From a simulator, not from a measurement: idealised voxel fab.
Process module, titled voxel self aligned contacts
For reference, the cross-section in this document is cut, with width 230 nm and square cells of 5 nm.
Cross-section format: a grid of square cells, given as bands from top to bottom; each band is one or more rows of cells.
For a band, the entry starts with two heights in nm, that of the top and then that of the bottom, and carries on with the band's materials in order from left to right, each alongside its width in nm; the word "everywhere" beside a single material means it fills the band edge to edge, and "air" means empty space.
Height datum 0, below which the as-received substrate wafer is one material. Lowest band open at the bottom, running downward: "0..down".
The two numbers in a width such as "30->40" mark its ends across the band: the first belongs to the top row of cells, the second to the bottom row, and from each row to the next the width moves by the same amount.
"no alteration" (step): cross-section cells unchanged, all of them.
Under "Closed-off voids" you'll find the enclosed gaps, the ones with no way out to the top, that are 8 cells or bigger; each reads width x height at distance, with distance counted from the left edge, everything in nm.
Step line, after settings: the simulator's comment on this step.
overlay nm: mask offset rightward from planned place, masked step; negative means leftward offset.
### List of planned process steps
1. RECEIVE, material Si
2. CONFORMAL_DEP, material SiO2, thk nm 5
3. DIRECTIONAL_DEP, material polySi, thk nm 25
4. DIRECTIONAL_DEP, material SiN, thk nm 20
5. DIRECTIONAL_DEP, material aC, thk nm 15
6. PATTERN, tone cover, mask id GATE, material resist, width nm 30, pitch nm 55, thk nm 30, overlay nm 0
7. DIRECTIONAL_ETCH, etch materials aC, depth nm 15
8. STRIP, etch materials resist
9. DIRECTIONAL_ETCH, etch materials SiN, depth nm 20
10. DIRECTIONAL_ETCH, etch materials polySi, depth nm 25
11. STRIP, etch materials aC
12. CONFORMAL_DEP, material SiN, thk nm 5
13. DIRECTIONAL_ETCH, etch materials SiN, depth nm 5
14. FILL_DEP, material SiO2, thk nm 15
15. CMP, height nm 60
16. DIRECTIONAL_DEP, material aC, thk nm 15
17. PATTERN, tone open, mask id CONTACT, material resist, width nm 35, thk nm 35, overlay nm 0
18. DIRECTIONAL_ETCH, etch materials aC, depth nm 15
19. STRIP, etch materials resist
20. DIRECTIONAL_ETCH, etch materials SiO2, depth nm 60
21. STRIP, etch materials aC
22. CONFORMAL_DEP, material TiN, thk nm 5
23. FILL_DEP, material W, thk nm 5
24. CMP, height nm 60
25. CONFORMAL_DEP, material SiN, thk nm 5
### Incoming wafer in cross-section (state: after step 1)
	0..down: Si everywhere
	Closed-off voids: none
### Post-module cross-section: identical start and plan to those above, one misstep in execution
	65..60: SiN everywhere
	60..50: W (90->60); TiN (5->35); SiO2 (35); TiN (5->35); W (95->65)
	50..30: W (60); TiN (5); SiN (40); SiO2 (15); SiN (40); TiN (5); W (65)
	30..5: W (60); TiN (5); SiN (5); polySi (30); SiN (5); SiO2 (15); SiN (5); polySi (30); SiN (5); TiN (5); W (65)
	5..0: TiN (65); SiO2 (95); TiN (70)
	0..down: Si everywhere
	Closed-off voids: none
Nonconformance to the process plan: step 17 did not use the planned setting and instead ran as PATTERN, tone cover, mask id CONTACT, material resist, width nm 35, thk nm 35, overlay nm 0
